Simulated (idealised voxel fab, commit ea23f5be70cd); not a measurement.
process module | voxel ribs on slabs
cross-section cut | 195 nm wide | cells 5 nm
A cross-section is a grid of square cells, given in bands from the top down. A band is one or more rows of cells.
Each band's line starts with the height of the band's top and of its bottom, in nm. Then come its materials from left to right, each with its width in nm. One material with "throughout" fills the band from edge to edge. "air" is empty space.
Height 0 is the level under which the wafer as received is all one material. The lowest band goes on downwards, as in "0 down".
A width such as "30 to 40" changes by the same amount from each row of cells to the next, from the band's top row to its bottom row.
"no change" after a step means that no cell of the cross-section changed.
closed voids: empty space of 8 cells or more with no open way to the top, each as width x height at its distance from the left edge, in nm
after a step's settings: what the simulator itself notes on the step
overlay nm, on a step with a mask: how far to the right of its planned place the mask lay; to the left if negative
plan
1 op RECEIVE | material Si
2 op DIRECTIONAL_DEP | material SiO2 | thk nm 25
3 op DIRECTIONAL_DEP | material polySi | thk nm 15
4 op DIRECTIONAL_DEP | material aC | thk nm 15
5 op PATTERN | tone cover | mask id RIB | material resist | width nm 15 | thk nm 35 | overlay nm 0
6 op DIRECTIONAL_ETCH | etch materials aC | depth nm 15
7 op STRIP | etch materials resist
8 op DIRECTIONAL_ETCH | etch materials polySi | depth nm 10
9 op STRIP | etch materials aC
10 op MASKED_ETCH | tone cover | mask id SLAB | width nm 45 | etch materials polySi | depth nm 5 | overlay nm 0
11 op FILL_DEP | material SiO2 | thk nm 20
12 op CMP | height nm 50
13 op DIRECTIONAL_DEP | material W | thk nm 5
14 op PATTERN | tone cover | mask id HEATER | material resist | width nm 25 | thk nm 15 | overlay nm 0
15 op DIRECTIONAL_ETCH | etch materials W | depth nm 5
16 op STRIP | etch materials resist
17 op CONFORMAL_DEP | material SiN | thk nm 5
first wafer, as planned
as received, after step 1
  0 down: Si throughout
  closed voids: none
after step 2
  25 to 0: SiO2 throughout
  below 0: unchanged
after step 3
  40 to 25: polySi throughout
  below 25: unchanged
after step 4
  55 to 40: aC throughout
  below 40: unchanged
after step 5
  90 to 55: air 90 | resist 15 | air 90
  below 55: unchanged
after step 6
  75 to 55: air 90 | resist 15 | air 90
  55 to 40: air 90 | aC 15 | air 90
  below 40: unchanged
after step 7
  55 to 40: air 90 | aC 15 | air 90
  below 40: unchanged
after step 8
  55 to 40: air 90 | aC 15 | air 90
  40 to 30: air 90 | polySi 15 | air 90
  below 30: unchanged
after step 9
  40 to 30: air 90 | polySi 15 | air 90
  below 30: unchanged
after step 10
  40 to 30: air 90 | polySi 15 | air 90
  30 to 25: air 75 | polySi 45 | air 75
  below 25: unchanged
after step 11
  60 to 40: SiO2 throughout
  40 to 30: SiO2 90 | polySi 15 | SiO2 90
  30 to 25: SiO2 75 | polySi 45 | SiO2 75
  below 25: unchanged
after step 12
  50 to 40: SiO2 throughout
  below 40: unchanged
after step 13
  55 to 50: W throughout
  below 50: unchanged
after step 14
  70 to 55: air 85 | resist 25 | air 85
  below 55: unchanged
after step 15
  70 to 55: air 85 | resist 25 | air 85
  55 to 50: air 85 | W 25 | air 85
  below 50: unchanged
after step 16
  55 to 50: air 85 | W 25 | air 85
  below 50: unchanged
after step 17
  60 to 55: air 80 | SiN 35 | air 80
  55 to 50: SiN 85 | W 25 | SiN 85
  below 50: unchanged
second wafer: like start, like plan, one mistake. Through step 4 it matches the first wafer
when step 5 should have ended
  90 to 55: resist 90 | air 15 | resist 90
  below 55: unchanged
when step 6 should have ended
  75 to 55: resist 90 | air 15 | resist 90
  55 to 40: aC 90 | air 15 | aC 90
  below 40: unchanged
when step 7 should have ended
  55 to 40: aC 90 | air 15 | aC 90
  below 40: unchanged
when step 8 should have ended
  55 to 40: aC 90 | air 15 | aC 90
  40 to 30: polySi 90 | air 15 | polySi 90
  below 30: unchanged
when step 9 should have ended
  40 to 30: polySi 90 | air 15 | polySi 90
  below 30: unchanged
when step 10 should have ended
  40 to 35: air 75 | polySi 15 | air 15 | polySi 15 | air 75
  below 35: unchanged
when step 11 should have ended
  60 to 40: SiO2 throughout
  40 to 35: SiO2 75 | polySi 15 | SiO2 15 | polySi 15 | SiO2 75
  35 to 30: polySi 90 | SiO2 15 | polySi 90
  below 30: unchanged
when step 12 should have ended
  50 to 40: SiO2 throughout
  below 40: unchanged
when step 13 should have ended
  55 to 50: W throughout
  below 50: unchanged
when step 14 should have ended
  70 to 55: air 85 | resist 25 | air 85
  below 55: unchanged
when step 15 should have ended
  70 to 55: air 85 | resist 25 | air 85
  55 to 50: air 85 | W 25 | air 85
  below 50: unchanged
when step 16 should have ended
  55 to 50: air 85 | W 25 | air 85
  below 50: unchanged
when step 17 should have ended
  60 to 55: air 80 | SiN 35 | air 80
  55 to 50: SiN 85 | W 25 | SiN 85
  below 50: unchanged
what went wrong: step 5 ran as: op PATTERN | tone open | mask id RIB | material resist | width nm 15 | thk nm 35 | overlay nm 0
at the end the second wafer has, in cells: 66 fewer of SiO2 | 66 more of polySi
